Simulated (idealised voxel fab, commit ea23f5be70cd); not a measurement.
The process module that follows is named voxel capacitor over wiring.
Cross-section cut: width 240 nm, square cells of 5 nm.
A cross-section is a grid of square cells, given in bands from the top down. A band is one or more rows of cells. First you get the band's top height and its bottom height, in nm, and then the materials it's made of, left to right, with each width in nm. If you see a single material with "throughout", that one covers the band edge to edge. "air" is empty space. Heights from 0 (as-received wafer is one material below). Bottom band endless downward, as "from 0 down". The expression "30..40" gives the width at the extremes of the band, the first number at its top row of cells and the second at its bottom row, with the width changing by equal amounts from each row to the next in between. The designation "no alterations made", where it is given for a processing step, indicates that no cell of the cross-section was altered in the course of that step. "Enclosed internal cavities" lists enclosed empty spaces (at least 8 cells, no open path upward to the top), each as width x height at distance from the left edge, in nm. Post-settings text on a step line: simulator's own remark regarding the step. overlay nm: how far to the right of its planned place the mask lay on this masked step (negative: to the left).
## plan
| 1 | op RECEIVE | material Si |
| 2 | op CONFORMAL_DEP | material SiO2 | thk nm 10 |
| 3 | op DIRECTIONAL_DEP | material TiN | thk nm 5 |
| 4 | op DIRECTIONAL_DEP | material W | thk nm 15 |
| 5 | op DIRECTIONAL_DEP | material aC | thk nm 15 |
| 6 | op PATTERN | tone cover | mask id METAL_1 | material resist | width nm 20 | pitch nm 70 | thk nm 35 | overlay nm 0 |
| 7 | op DIRECTIONAL_ETCH | etch materials aC | depth nm 15 |
| 8 | op STRIP | etch materials resist |
| 9 | op DIRECTIONAL_ETCH | etch materials W | depth nm 15 |
| 10 | op DIRECTIONAL_ETCH | etch materials TiN | depth nm 5 |
| 11 | op STRIP | etch materials aC |
| 12 | op FILL_DEP | material lowk | thk nm 5 |
| 13 | op CMP | height nm 30 |
| 14 | op CONFORMAL_DEP | material SiCN | thk nm 5 |
| 15 | op DIRECTIONAL_DEP | material lowk | thk nm 10 |
| 16 | op DIRECTIONAL_DEP | material aC | thk nm 10 |
| 17 | op PATTERN | tone open | mask id PLUG_1 | material resist | width nm 15 | thk nm 30 | overlay nm 0 |
| 18 | op DIRECTIONAL_ETCH | etch materials aC | depth nm 10 |
| 19 | op STRIP | etch materials resist |
| 20 | op DIRECTIONAL_ETCH | etch materials lowk | depth nm 10 |
| 21 | op DIRECTIONAL_ETCH | etch materials SiCN | depth nm 5 |
| 22 | op STRIP | etch materials aC |
| 23 | op CONFORMAL_DEP | material TiN | thk nm 5 |
| 24 | op FILL_DEP | material W | thk nm 10 |
| 25 | op CMP | height nm 45 |
| 26 | op DIRECTIONAL_DEP | material TiN | thk nm 5 |
| 27 | op DIRECTIONAL_DEP | material SiN | thk nm 5 |
| 28 | op DIRECTIONAL_DEP | material TiN | thk nm 10 |
| 29 | op DIRECTIONAL_DEP | material aC | thk nm 15 |
| 30 | op PATTERN | tone cover | mask id UPPER_PLATE | material resist | width nm 55 | thk nm 35 | overlay nm 0 |
| 31 | op DIRECTIONAL_ETCH | etch materials aC | depth nm 15 |
| 32 | op STRIP | etch materials resist |
| 33 | op DIRECTIONAL_ETCH | etch materials TiN | depth nm 10 |
| 34 | op DIRECTIONAL_ETCH | etch materials SiN | depth nm 5 |
| 35 | op STRIP | etch materials aC |
| 36 | op PATTERN | tone cover | mask id LOWER_PLATE | material resist | width nm 65 | thk nm 15 | overlay nm 0 |
| 37 | op DIRECTIONAL_ETCH | etch materials TiN | depth nm 5 |
| 38 | op STRIP | etch materials resist |
| 39 | op FILL_DEP | material SiO2 | thk nm 15 |
| 40 | op CMP | height nm 75 |
| 41 | op PATTERN | tone open | mask id PLUG_2 | material resist | width nm 15 | thk nm 20 | overlay nm 0 |
| 42 | op DIRECTIONAL_ETCH | etch materials SiO2 | depth nm 10 |
| 43 | op STRIP | etch materials resist |
| 44 | op CONFORMAL_DEP | material TiN | thk nm 5 |
| 45 | op FILL_DEP | material Ru | thk nm 5 |
| 46 | op CMP | height nm 75 |
| 47 | op CONFORMAL_DEP | material SiCN | thk nm 5 |
## first wafer, as planned
## As-received state of the wafer in cross-section, equivalent to post-step 1
  from 0 down: Si throughout
  Enclosed internal cavities: none
## Sectional view: wafer, after step 2
  from 10 to 0: SiO2 throughout
  Unchanged below 0.
## Sectional view: wafer, after step 3
  from 15 to 10: TiN throughout
  Unchanged below 10.
## Sectional view: wafer, after step 4
  from 30 to 15: W throughout
  Unchanged below 15.
## Sectional view: wafer, after step 5
  from 45 to 30: aC throughout
  Unchanged below 30.
## Sectional view: wafer, after step 6
  from 80 to 45: 75 of air  20 of resist  50 of air  20 of resist  75 of air
  Unchanged below 45.
## Sectional view: wafer, after step 7
  from 65 to 45: 75 of air  20 of resist  50 of air  20 of resist  75 of air
  from 45 to 30: 75 of air  20 of aC  50 of air  20 of aC  75 of air
  Unchanged below 30.
## Sectional view: wafer, after step 8
  from 45 to 30: 75 of air  20 of aC  50 of air  20 of aC  75 of air
  Unchanged below 30.
## Sectional view: wafer, after step 9
  from 45 to 30: 75 of air  20 of aC  50 of air  20 of aC  75 of air
  from 30 to 15: 75 of air  20 of W  50 of air  20 of W  75 of air
  Unchanged below 15.
## Sectional view: wafer, after step 10
  from 45 to 30: 75 of air  20 of aC  50 of air  20 of aC  75 of air
  from 30 to 15: 75 of air  20 of W  50 of air  20 of W  75 of air
  from 15 to 10: 75 of air  20 of TiN  50 of air  20 of TiN  75 of air
  Unchanged below 10.
## Sectional view: wafer, after step 11
  from 30 to 15: 75 of air  20 of W  50 of air  20 of W  75 of air
  Unchanged below 15.
## Sectional view: wafer, after step 12
  from 35 to 30: lowk throughout
  from 30 to 15: 75 of lowk  20 of W  50 of lowk  20 of W  75 of lowk
  from 15 to 10: 75 of lowk  20 of TiN  50 of lowk  20 of TiN  75 of lowk
  Unchanged below 10.
## Sectional view: wafer, after step 13
  from 30 to 15: 75 of lowk  20 of W  50 of lowk  20 of W  75 of lowk
  Unchanged below 15.
## Sectional view: wafer, after step 14
  from 35 to 30: SiCN throughout
  Unchanged below 30.
## Sectional view: wafer, after step 15
  from 45 to 35: lowk throughout
  Unchanged below 35.
## Sectional view: wafer, after step 16
  from 55 to 45: aC throughout
  Unchanged below 45.
## Sectional view: wafer, after step 17
  from 85 to 55: 80 of resist  15 of air  145 of resist
  Unchanged below 55.
## Sectional view: wafer, after step 18
  from 75 to 55: 80 of resist  15 of air  145 of resist
  from 55 to 45: 80 of aC  15 of air  145 of aC
  Unchanged below 45.
## Sectional view: wafer, after step 19
  from 55 to 45: 80 of aC  15 of air  145 of aC
  Unchanged below 45.
## Sectional view: wafer, after step 20
  from 55 to 45: 80 of aC  15 of air  145 of aC
  from 45 to 35: 80 of lowk  15 of air  145 of lowk
  Unchanged below 35.
## Sectional view: wafer, after step 21
  from 55 to 45: 80 of aC  15 of air  145 of aC
  from 45 to 35: 80 of lowk  15 of air  145 of lowk
  from 35 to 30: 80 of SiCN  15 of air  145 of SiCN
  Unchanged below 30.
## Sectional view: wafer, after step 22
  from 45 to 35: 80 of lowk  15 of air  145 of lowk
  Unchanged below 35.
## Sectional view: wafer, after step 23
  from 50 to 45: 85 of TiN  5 of air  150 of TiN
  from 45 to 35: 80 of lowk  5 of TiN  5 of air  5 of TiN  145 of lowk
  from 35 to 30: 80 of SiCN  15 of TiN  145 of SiCN
  Unchanged below 30.
## Sectional view: wafer, after step 24
  from 60 to 50: W throughout
  from 50 to 45: 85 of TiN  5 of W  150 of TiN
  from 45 to 35: 80 of lowk  5 of TiN  5 of W  5 of TiN  145 of lowk
  Unchanged below 35.
## Sectional view: wafer, after step 25
  from 45 to 35: 80 of lowk  5 of TiN  5 of W  5 of TiN  145 of lowk
  Unchanged below 35.
## Sectional view: wafer, after step 26
  from 50 to 45: TiN throughout
  Unchanged below 45.
## Sectional view: wafer, after step 27
  from 55 to 50: SiN throughout
  Unchanged below 50.
## Sectional view: wafer, after step 28
  from 65 to 55: TiN throughout
  Unchanged below 55.
## Sectional view: wafer, after step 29
  from 80 to 65: aC throughout
  Unchanged below 65.
## Sectional view: wafer, after step 30
  from 115 to 80: 80 of air  55 of resist  105 of air
  Unchanged below 80.
## Sectional view: wafer, after step 31
  from 100 to 80: 80 of air  55 of resist  105 of air
  from 80 to 65: 80 of air  55 of aC  105 of air
  Unchanged below 65.
## Sectional view: wafer, after step 32
  from 80 to 65: 80 of air  55 of aC  105 of air
  Unchanged below 65.
## Sectional view: wafer, after step 33
  from 80 to 65: 80 of air  55 of aC  105 of air
  from 65 to 55: 80 of air  55 of TiN  105 of air
  Unchanged below 55.
## Sectional view: wafer, after step 34
  from 80 to 65: 80 of air  55 of aC  105 of air
  from 65 to 55: 80 of air  55 of TiN  105 of air
  from 55 to 50: 80 of air  55 of SiN  105 of air
  Unchanged below 50.
## Sectional view: wafer, after step 35
  from 65 to 55: 80 of air  55 of TiN  105 of air
  Unchanged below 55.
## Sectional view: wafer, after step 36
  from 80 to 65: 75 of air  65 of resist  100 of air
  from 65 to 55: 75 of air  5 of resist  55 of TiN  5 of resist  100 of air
  from 55 to 50: 75 of air  5 of resist  55 of SiN  5 of resist  100 of air
  Unchanged below 50.
## Sectional view: wafer, after step 37
  from 80 to 65: 75 of air  65 of resist  100 of air
  from 65 to 55: 75 of air  5 of resist  55 of TiN  5 of resist  100 of air
  from 55 to 50: 75 of air  5 of resist  55 of SiN  5 of resist  100 of air
  from 50 to 45: 75 of air  65 of TiN  100 of air
  Unchanged below 45.
## Sectional view: wafer, after step 38
  from 65 to 55: 80 of air  55 of TiN  105 of air
  from 55 to 50: 80 of air  55 of SiN  105 of air
  Unchanged below 50.
## Sectional view: wafer, after step 39
  from 80 to 65: SiO2 throughout
  from 65 to 55: 80 of SiO2  55 of TiN  105 of SiO2
  from 55 to 50: 80 of SiO2  55 of SiN  105 of SiO2
  from 50 to 45: 75 of SiO2  65 of TiN  100 of SiO2
  Unchanged below 45.
## Sectional view: wafer, after step 40
  from 75 to 65: SiO2 throughout
  Unchanged below 65.
## Sectional view: wafer, after step 41
  from 95 to 75: 90 of resist  15 of air  135 of resist
  Unchanged below 75.
## Sectional view: wafer, after step 42
  from 95 to 75: 90 of resist  15 of air  135 of resist
  from 75 to 65: 90 of SiO2  15 of air  135 of SiO2
  Unchanged below 65.
## Sectional view: wafer, after step 43
  from 75 to 65: 90 of SiO2  15 of air  135 of SiO2
  Unchanged below 65.
## Sectional view: wafer, after step 44
  from 80 to 75: 95 of TiN  5 of air  140 of TiN
  from 75 to 70: 90 of SiO2  5 of TiN  5 of air  5 of TiN  135 of SiO2
  from 70 to 65: 90 of SiO2  15 of TiN  135 of SiO2
  Unchanged below 65.
## Sectional view: wafer, after step 45
  from 85 to 80: Ru throughout
  from 80 to 75: 95 of TiN  5 of Ru  140 of TiN
  from 75 to 70: 90 of SiO2  5 of TiN  5 of Ru  5 of TiN  135 of SiO2
  Unchanged below 70.
## Sectional view: wafer, after step 46
  from 75 to 70: 90 of SiO2  5 of TiN  5 of Ru  5 of TiN  135 of SiO2
  Unchanged below 70.
## Sectional view: wafer, after step 47
  from 80 to 75: SiCN throughout
  Unchanged below 75.
## Wafer two. Identical start, identical plan. One mistake in execution. Identical history through step 26
## Cross-section of the second wafer corresponding to the planned conclusion of step 27
  from 60 to 45: TiN throughout
  Unchanged below 45.
## Cross-section of the second wafer corresponding to the planned conclusion of step 28
  from 65 to 60: SiN throughout
  Unchanged below 60.
## Cross-section of the second wafer corresponding to the planned conclusion of step 29
  from 80 to 65: aC throughout
  Unchanged below 65.
## Cross-section of the second wafer corresponding to the planned conclusion of step 30
  from 115 to 80: 80 of air  55 of resist  105 of air
  Unchanged below 80.
## Cross-section of the second wafer corresponding to the planned conclusion of step 31
  from 100 to 80: 80 of air  55 of resist  105 of air
  from 80 to 65: 80 of air  55 of aC  105 of air
  Unchanged below 65.
## Cross-section of the second wafer corresponding to the planned conclusion of step 32
  from 80 to 65: 80 of air  55 of aC  105 of air
  Unchanged below 65.
Cross-section of the second wafer corresponding to the planned conclusion of step 33: no alterations made
## Cross-section of the second wafer corresponding to the planned conclusion of step 34
  from 80 to 65: 80 of air  55 of aC  105 of air
  from 65 to 60: 80 of air  55 of SiN  105 of air
  Unchanged below 60.
## Cross-section of the second wafer corresponding to the planned conclusion of step 35
  from 65 to 60: 80 of air  55 of SiN  105 of air
  Unchanged below 60.
## Cross-section of the second wafer corresponding to the planned conclusion of step 36
  from 80 to 65: 75 of air  65 of resist  100 of air
  from 65 to 60: 75 of air  5 of resist  55 of SiN  5 of resist  100 of air
  Unchanged below 60.
## Cross-section of the second wafer corresponding to the planned conclusion of step 37
  from 80 to 65: 75 of air  65 of resist  100 of air
  from 65 to 60: 75 of air  5 of resist  55 of SiN  5 of resist  100 of air
  from 60 to 55: 75 of air  65 of TiN  100 of air
  Unchanged below 55.
## Cross-section of the second wafer corresponding to the planned conclusion of step 38
  from 65 to 60: 80 of air  55 of SiN  105 of air
  Unchanged below 60.
## Cross-section of the second wafer corresponding to the planned conclusion of step 39
  from 80 to 65: SiO2 throughout
  from 65 to 60: 80 of SiO2  55 of SiN  105 of SiO2
  from 60 to 55: 75 of SiO2  65 of TiN  100 of SiO2
  Unchanged below 55.
## Cross-section of the second wafer corresponding to the planned conclusion of step 40
  from 75 to 65: SiO2 throughout
  Unchanged below 65.
## Cross-section of the second wafer corresponding to the planned conclusion of step 41
  from 95 to 75: 90 of resist  15 of air  135 of resist
  Unchanged below 75.
## Cross-section of the second wafer corresponding to the planned conclusion of step 42
  from 95 to 75: 90 of resist  15 of air  135 of resist
  from 75 to 65: 90 of SiO2  15 of air  135 of SiO2
  Unchanged below 65.
## Cross-section of the second wafer corresponding to the planned conclusion of step 43
  from 75 to 65: 90 of SiO2  15 of air  135 of SiO2
  Unchanged below 65.
## Cross-section of the second wafer corresponding to the planned conclusion of step 44
  from 80 to 75: 95 of TiN  5 of air  140 of TiN
  from 75 to 70: 90 of SiO2  5 of TiN  5 of air  5 of TiN  135 of SiO2
  from 70 to 65: 90 of SiO2  15 of TiN  135 of SiO2
  Unchanged below 65.
## Cross-section of the second wafer corresponding to the planned conclusion of step 45
  from 85 to 80: Ru throughout
  from 80 to 75: 95 of TiN  5 of Ru  140 of TiN
  from 75 to 70: 90 of SiO2  5 of TiN  5 of Ru  5 of TiN  135 of SiO2
  Unchanged below 70.
## Cross-section of the second wafer corresponding to the planned conclusion of step 46
  from 75 to 70: 90 of SiO2  5 of TiN  5 of Ru  5 of TiN  135 of SiO2
  Unchanged below 70.
## Cross-section of the second wafer corresponding to the planned conclusion of step 47
  from 80 to 75: SiCN throughout
  Unchanged below 75.
What went wrong in running the wafer? steps 27 and 28 of the plan were run in the wrong order, each in the other's place
Final wafer comparison in cells, second versus first, more or fewer per material: -74 SiO2, +74 TiN
